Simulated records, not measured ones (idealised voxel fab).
This is a process module. Its name is voxel self aligned vias.
For reference, the cross-section in this document is cut, with width 240 nm and square cells of 5 nm.
How to read a cross-section here: the picture is a grid of square cells, written as bands going from the top down, and any band can span one or more rows of cells. First you get the band's top height and its bottom height, in nm, and then the materials it's made of, left to right, with each width in nm. If you see a single material with "edge to edge", that one covers the band edge to edge. "blank" is empty space. Beneath 0, the wafer as received is one material, and that level is where height counting begins. The lowest band goes on downward without a bottom; it is written like "z 0 and below". With a width like "30->40", each row of cells in the band differs from the next by the same amount, the top row carrying the first number and the bottom row the second. Where a step carries "no modifications", the cross-section came out of it unchanged, cell for cell. Closed cavities: empty space of 8 cells or more with no open way to the top, each as width x height at its distance from the left edge, in nm. after a step's settings: what the simulator itself notes on the step. overlay nm: mask right of planned place by this much (step with mask). Neg. = left.

The planned process steps are enumerated hereunder:
1,RECEIVE,material Si
2,CONFORMAL_DEP,material SiO2,thk nm 15
3,CONFORMAL_DEP,material SiCN,thk nm 5
4,DIRECTIONAL_DEP,material SiO2,thk nm 20
5,DIRECTIONAL_DEP,material aC,thk nm 10
6,PATTERN,tone open,mask id LINES,material resist,width nm 25,pitch nm 55,thk nm 30,overlay nm 0
7,DIRECTIONAL_ETCH,etch materials aC,depth nm 10
8,STRIP,etch materials resist
9,DIRECTIONAL_ETCH,etch materials SiO2,depth nm 20
10,STRIP,etch materials aC
11,CONFORMAL_DEP,material TiN,thk nm 5
12,FILL_DEP,material W,thk nm 5
13,CMP,height nm 40
14,SELECTIVE_ETCH,etch materials W Ru TiN,depth nm 5
15,FILL_DEP,material SiN,thk nm 5
16,CMP,height nm 40
17,DIRECTIONAL_DEP,material SiO2,thk nm 20
18,DIRECTIONAL_DEP,material aC,thk nm 10
19,PATTERN,tone open,mask id VIAS,material resist,width nm 35,pitch nm 55,thk nm 25,overlay nm 0
20,DIRECTIONAL_ETCH,etch materials aC,depth nm 10
21,STRIP,etch materials resist
22,DIRECTIONAL_ETCH,etch materials SiO2,depth nm 20
23,DIRECTIONAL_ETCH,etch materials SiN,depth nm 5
24,STRIP,etch materials aC
25,CONFORMAL_DEP,material TiN,thk nm 5
26,FILL_DEP,material Ru,thk nm 5
27,CMP,height nm 60
28,CONFORMAL_DEP,material SiN,thk nm 5

First wafer of two (run as planned):

Cross-sectional view of the wafer in its as-received condition, corresponding to the state after step 1:
    z 0 and below: Si edge to edge
    Closed cavities: none

Cross-section of the wafer subsequent to step 2:
    z 15 to 0: SiO2 edge to edge
    No changes below 0.

Cross-section of the wafer subsequent to step 3:
    z 20 to 15: SiCN edge to edge
    No changes below 15.

Cross-section of the wafer subsequent to step 4:
    z 40 to 20: SiO2 edge to edge
    No changes below 20.

Cross-section of the wafer subsequent to step 5:
    z 50 to 40: aC edge to edge
    No changes below 40.

Cross-section of the wafer subsequent to step 6:
    z 80 to 50: 80 resist, 25 blank, 30 resist, 25 blank, 80 resist
    No changes below 50.

Cross-section of the wafer subsequent to step 7:
    z 70 to 50: 80 resist, 25 blank, 30 resist, 25 blank, 80 resist
    z 50 to 40: 80 aC, 25 blank, 30 aC, 25 blank, 80 aC
    No changes below 40.

Cross-section of the wafer subsequent to step 8:
    z 50 to 40: 80 aC, 25 blank, 30 aC, 25 blank, 80 aC
    No changes below 40.

Cross-section of the wafer subsequent to step 9:
    z 50 to 40: 80 aC, 25 blank, 30 aC, 25 blank, 80 aC
    z 40 to 20: 80 SiO2, 25 blank, 30 SiO2, 25 blank, 80 SiO2
    No changes below 20.

Cross-section of the wafer subsequent to step 10:
    z 40 to 20: 80 SiO2, 25 blank, 30 SiO2, 25 blank, 80 SiO2
    No changes below 20.

Cross-section of the wafer subsequent to step 11:
    z 45 to 40: 85 TiN, 15 blank, 40 TiN, 15 blank, 85 TiN
    z 40 to 25: 80 SiO2, 5 TiN, 15 blank, 5 TiN, 30 SiO2, 5 TiN, 15 blank, 5 TiN, 80 SiO2
    z 25 to 20: 80 SiO2, 25 TiN, 30 SiO2, 25 TiN, 80 SiO2
    No changes below 20.

Cross-section of the wafer subsequent to step 12:
    z 50 to 45: W edge to edge
    z 45 to 40: 85 TiN, 15 W, 40 TiN, 15 W, 85 TiN
    z 40 to 25: 80 SiO2, 5 TiN, 15 W, 5 TiN, 30 SiO2, 5 TiN, 15 W, 5 TiN, 80 SiO2
    No changes below 25.

Cross-section of the wafer subsequent to step 13:
    z 40 to 25: 80 SiO2, 5 TiN, 15 W, 5 TiN, 30 SiO2, 5 TiN, 15 W, 5 TiN, 80 SiO2
    No changes below 25.

Cross-section of the wafer subsequent to step 14:
    z 40 to 35: 80 SiO2, 25 blank, 30 SiO2, 25 blank, 80 SiO2
    No changes below 35.

Cross-section of the wafer subsequent to step 15:
    z 45 to 40: SiN edge to edge
    z 40 to 35: 80 SiO2, 25 SiN, 30 SiO2, 25 SiN, 80 SiO2
    No changes below 35.

Cross-section of the wafer subsequent to step 16:
    z 40 to 35: 80 SiO2, 25 SiN, 30 SiO2, 25 SiN, 80 SiO2
    No changes below 35.

Cross-section of the wafer subsequent to step 17:
    z 60 to 40: SiO2 edge to edge
    No changes below 40.

Cross-section of the wafer subsequent to step 18:
    z 70 to 60: aC edge to edge
    No changes below 60.

Cross-section of the wafer subsequent to step 19:
    z 95 to 70: 75 resist, 35 blank, 20 resist, 35 blank, 75 resist
    No changes below 70.

Cross-section of the wafer subsequent to step 20:
    z 85 to 70: 75 resist, 35 blank, 20 resist, 35 blank, 75 resist
    z 70 to 60: 75 aC, 35 blank, 20 aC, 35 blank, 75 aC
    No changes below 60.

Cross-section of the wafer subsequent to step 21:
    z 70 to 60: 75 aC, 35 blank, 20 aC, 35 blank, 75 aC
    No changes below 60.

Cross-section of the wafer subsequent to step 22:
    z 70 to 60: 75 aC, 35 blank, 20 aC, 35 blank, 75 aC
    z 60 to 40: 75 SiO2, 35 blank, 20 SiO2, 35 blank, 75 SiO2
    No changes below 40.

Cross-section of the wafer subsequent to step 23:
    z 70 to 60: 75 aC, 35 blank, 20 aC, 35 blank, 75 aC
    z 60 to 40: 75 SiO2, 35 blank, 20 SiO2, 35 blank, 75 SiO2
    z 40 to 35: 80 SiO2, 25 blank, 30 SiO2, 25 blank, 80 SiO2
    No changes below 35.

Cross-section of the wafer subsequent to step 24:
    z 60 to 40: 75 SiO2, 35 blank, 20 SiO2, 35 blank, 75 SiO2
    No changes below 40.

Cross-section of the wafer subsequent to step 25:
    z 65 to 60: 80 TiN, 25 blank, 30 TiN, 25 blank, 80 TiN
    z 60 to 45: 75 SiO2, 5 TiN, 25 blank, 5 TiN, 20 SiO2, 5 TiN, 25 blank, 5 TiN, 75 SiO2
    z 45 to 40: 75 SiO2, 10 TiN, 15 blank, 10 TiN, 20 SiO2, 10 TiN, 15 blank, 10 TiN, 75 SiO2
    z 40 to 35: 80 SiO2, 25 TiN, 30 SiO2, 25 TiN, 80 SiO2
    No changes below 35.

Cross-section of the wafer subsequent to step 26:
    z 70 to 65: Ru edge to edge
    z 65 to 60: 80 TiN, 25 Ru, 30 TiN, 25 Ru, 80 TiN
    z 60 to 45: 75 SiO2, 5 TiN, 25 Ru, 5 TiN, 20 SiO2, 5 TiN, 25 Ru, 5 TiN, 75 SiO2
    z 45 to 40: 75 SiO2, 10 TiN, 15 Ru, 10 TiN, 20 SiO2, 10 TiN, 15 Ru, 10 TiN, 75 SiO2
    No changes below 40.

Cross-section of the wafer subsequent to step 27:
    z 60 to 45: 75 SiO2, 5 TiN, 25 Ru, 5 TiN, 20 SiO2, 5 TiN, 25 Ru, 5 TiN, 75 SiO2
    No changes below 45.

Cross-section of the wafer subsequent to step 28:
    z 65 to 60: SiN edge to edge
    No changes below 60.

Second of two: same start, same plan, one run error; steps up to and including 2 match the first:

Cross-section of the second wafer at the time by which step 3 should have been completed according to the plan:
    z 35 to 0: SiO2 edge to edge
    No changes below 0.

Cross-section of the second wafer at the time by which step 4 should have been completed according to the plan:
    z 40 to 35: SiCN edge to edge
    No changes below 35.

Cross-section of the second wafer at the time by which step 5 should have been completed according to the plan:
    z 50 to 40: aC edge to edge
    No changes below 40.

Cross-section of the second wafer at the time by which step 6 should have been completed according to the plan:
    z 80 to 50: 80 resist, 25 blank, 30 resist, 25 blank, 80 resist
    No changes below 50.

Cross-section of the second wafer at the time by which step 7 should have been completed according to the plan:
    z 70 to 50: 80 resist, 25 blank, 30 resist, 25 blank, 80 resist
    z 50 to 40: 80 aC, 25 blank, 30 aC, 25 blank, 80 aC
    No changes below 40.

Cross-section of the second wafer at the time by which step 8 should have been completed according to the plan:
    z 50 to 40: 80 aC, 25 blank, 30 aC, 25 blank, 80 aC
    No changes below 40.

Cross-section of the second wafer at the time by which step 9 should have been completed according to the plan: no modifications

Cross-section of the second wafer at the time by which step 10 should have been completed according to the plan:
    z 40 to 35: SiCN edge to edge
    No changes below 35.

Cross-section of the second wafer at the time by which step 11 should have been completed according to the plan:
    z 45 to 40: TiN edge to edge
    No changes below 40.

Cross-section of the second wafer at the time by which step 12 should have been completed according to the plan:
    z 50 to 45: W edge to edge
    No changes below 45.

Cross-section of the second wafer at the time by which step 13 should have been completed according to the plan:
    z 40 to 35: SiCN edge to edge
    No changes below 35.

Cross-section of the second wafer at the time by which step 14 should have been completed according to the plan: no modifications

Cross-section of the second wafer at the time by which step 15 should have been completed according to the plan:
    z 45 to 40: SiN edge to edge
    No changes below 40.

Cross-section of the second wafer at the time by which step 16 should have been completed according to the plan:
    z 40 to 35: SiCN edge to edge
    No changes below 35.

Cross-section of the second wafer at the time by which step 17 should have been completed according to the plan:
    z 60 to 40: SiO2 edge to edge
    No changes below 40.

Cross-section of the second wafer at the time by which step 18 should have been completed according to the plan:
    z 70 to 60: aC edge to edge
    No changes below 60.

Cross-section of the second wafer at the time by which step 19 should have been completed according to the plan:
    z 95 to 70: 75 resist, 35 blank, 20 resist, 35 blank, 75 resist
    No changes below 70.

Cross-section of the second wafer at the time by which step 20 should have been completed according to the plan:
    z 85 to 70: 75 resist, 35 blank, 20 resist, 35 blank, 75 resist
    z 70 to 60: 75 aC, 35 blank, 20 aC, 35 blank, 75 aC
    No changes below 60.

Cross-section of the second wafer at the time by which step 21 should have been completed according to the plan:
    z 70 to 60: 75 aC, 35 blank, 20 aC, 35 blank, 75 aC
    No changes below 60.

Cross-section of the second wafer at the time by which step 22 should have been completed according to the plan:
    z 70 to 60: 75 aC, 35 blank, 20 aC, 35 blank, 75 aC
    z 60 to 40: 75 SiO2, 35 blank, 20 SiO2, 35 blank, 75 SiO2
    No changes below 40.

Cross-section of the second wafer at the time by which step 23 should have been completed according to the plan: no modifications

Cross-section of the second wafer at the time by which step 24 should have been completed according to the plan:
    z 60 to 40: 75 SiO2, 35 blank, 20 SiO2, 35 blank, 75 SiO2
    No changes below 40.

Cross-section of the second wafer at the time by which step 25 should have been completed according to the plan:
    z 65 to 60: 80 TiN, 25 blank, 30 TiN, 25 blank, 80 TiN
    z 60 to 45: 75 SiO2, 5 TiN, 25 blank, 5 TiN, 20 SiO2, 5 TiN, 25 blank, 5 TiN, 75 SiO2
    z 45 to 40: 75 SiO2, 35 TiN, 20 SiO2, 35 TiN, 75 SiO2
    No changes below 40.

Cross-section of the second wafer at the time by which step 26 should have been completed according to the plan:
    z 70 to 65: Ru edge to edge
    z 65 to 60: 80 TiN, 25 Ru, 30 TiN, 25 Ru, 80 TiN
    z 60 to 45: 75 SiO2, 5 TiN, 25 Ru, 5 TiN, 20 SiO2, 5 TiN, 25 Ru, 5 TiN, 75 SiO2
    No changes below 45.

Cross-section of the second wafer at the time by which step 27 should have been completed according to the plan:
    z 60 to 45: 75 SiO2, 5 TiN, 25 Ru, 5 TiN, 20 SiO2, 5 TiN, 25 Ru, 5 TiN, 75 SiO2
    No changes below 45.

Cross-section of the second wafer at the time by which step 28 should have been completed according to the plan:
    z 65 to 60: SiN edge to edge
    No changes below 60.
Error vs. plan: the run placed steps 3 and 4 each in the position the plan gave to the other
Heads up, by the end the second wafer has more or fewer cells of some materials compared to the first: 6 fewer of Ru; 40 more of SiO2; 22 fewer of TiN; 12 fewer of W
